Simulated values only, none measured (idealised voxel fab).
process module | voxel lift off
cross-section cut | 280 nm wide | cells 5 nm
A cross-section is a grid of square cells, given in bands from the top down. A band is one or more rows of cells.
Each band's line starts with the height of the band's top and of its bottom, in nm. Then come its materials from left to right, each with its width in nm. One material with "throughout" fills the band from edge to edge. "air" is empty space.
Height 0 is the level under which the wafer as received is all one material. The lowest band goes on downwards, as in "0 down".
A width such as "30 to 40" changes by the same amount from each row of cells to the next, from the band's top row to its bottom row.
"no change" after a step means that no cell of the cross-section changed.
closed voids: empty space of 8 cells or more with no open way to the top, each as width x height at its distance from the left edge, in nm
after a step's settings: what the simulator itself notes on the step
overlay nm, on a step with a mask: how far to the right of its planned place the mask lay; to the left if negative
plan
1 op RECEIVE | material Si
2 op CONFORMAL_DEP | material SiN | thk nm 10
3 op PATTERN | tone open | mask id LINES | material resist | width nm 30 | pitch nm 45 | thk nm 20 | overlay nm 0
4 op DIRECTIONAL_DEP | material Ru | thk nm 10
5 op STRIP | etch materials resist
6 op CONFORMAL_DEP | material SiO2 | thk nm 10
as received, after step 1
  0 down: Si throughout
  closed voids: none
first wafer at the end, as planned
  30 to 20: air 45 | SiO2 185 | air 50
  20 to 10: SiO2 55 | Ru 30 | SiO2 15 | Ru 30 | SiO2 15 | Ru 30 | SiO2 15 | Ru 30 | SiO2 60
  10 to 0: SiN throughout
  0 down: Si throughout
  closed voids: none
second wafer at the end: like start, like plan, one mistake
  20 to 10: SiO2 throughout
  10 to 0: SiN throughout
  0 down: Si throughout
  closed voids: none
what went wrong: step 4 was left out
at the end the second wafer has, in cells: 48 fewer of Ru | 26 fewer of SiO2
